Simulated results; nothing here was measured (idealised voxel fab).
process module | voxel double patterning
Square cell edge 5 nm, section width 250 nm, ID cut.
This document writes a cross-section as a grid whose cells are square, and gives it as bands, listed from the top down; one or more rows of cells form a band. This entry defines a band. It first specifies the height of the band's top and the height of its bottom in nm, and then specifies the band's materials from left to right, stating each material with its width in nm. The word "throughout" identifies a single material that fills the band from edge to edge, while the word "air" identifies empty space. The level at which height equals 0 is the one under which the wafer, as it arrives, is entirely one material. No lower edge exists for the bottom band, which continues downward and is notated as in "0 and below". Width "30..40": first value at the band's top row of cells, second value at its bottom row, equal change from row to row. "no alteration", as given for a step, is the statement that not any cell of the cross-section underwent a change during that step. "Closed void register" enumerates empty spaces isolated from the top, with no open way to it, that contain at least 8 cells, giving each as width x height at distance from the left edge, all three in nm. That trailing text on a step's line, after the settings, is the simulator's own remark on the step. overlay nm, on a step with a mask: how far to the right of its planned place the mask lay; to the left if negative.
-- The planned process steps are enumerated hereunder
1) RECEIVE, material Si
2) CONFORMAL_DEP, material SiN, thk nm 10
3) DIRECTIONAL_DEP, material SiO2, thk nm 20
4) DIRECTIONAL_DEP, material SiCN, thk nm 10
5) MASKED_ETCH, tone open, mask id FIRST, width nm 15, pitch nm 50, etch materials SiCN, depth nm 5, overlay nm 0
6) DIRECTIONAL_DEP, material aC, thk nm 10
7) PATTERN, tone open, mask id SECOND, material resist, width nm 15, pitch nm 50, thk nm 30, overlay nm 0
8) DIRECTIONAL_ETCH, etch materials aC, depth nm 10
9) STRIP, etch materials resist
10) DIRECTIONAL_ETCH, etch materials SiCN, depth nm 10
11) STRIP, etch materials aC
12) DIRECTIONAL_ETCH, etch materials SiO2, depth nm 20
13) STRIP, etch materials SiCN
The wafers in this document start out alike and differ in the depth nm applied at step 5; the plan shows the value used for the first wafer.
-- As-received cross-section, first of several wafers, post step 1
> 0 and below | Si throughout
> Closed void register: none
-- First of several wafers, sectioned at end of module (last step: step 13)
> 30 down to 10 | 90 nm SiO2  15 nm air  35 nm SiO2  15 nm air  95 nm SiO2
> 10 down to 0 | SiN throughout
> 0 and below | Si throughout
> Closed void register: none
-- Cross-section at module completion, last wafer
> 30 down to 10 | 65 nm SiO2  15 nm air  10 nm SiO2  15 nm air  10 nm SiO2  15 nm air  10 nm SiO2  15 nm air  10 nm SiO2  15 nm air  70 nm SiO2
> 10 down to 0 | SiN throughout
> 0 and below | Si throughout
> Closed void register: none
-- Each row below is a wafer at the end of the module, listing for every material the number of cells it has gained (+) or lost (-) since it was received, followed by its closed voids
depth nm 5 | +100 SiN | +176 SiO2 | Closed void register: none
depth nm 10 | +100 SiN | +140 SiO2 | Closed void register: none
depth nm 15 | +100 SiN | +140 SiO2 | Closed void register: none
depth nm 20 | +100 SiN | +140 SiO2 | Closed void register: none
depth nm 25 | +100 SiN | +140 SiO2 | Closed void register: none
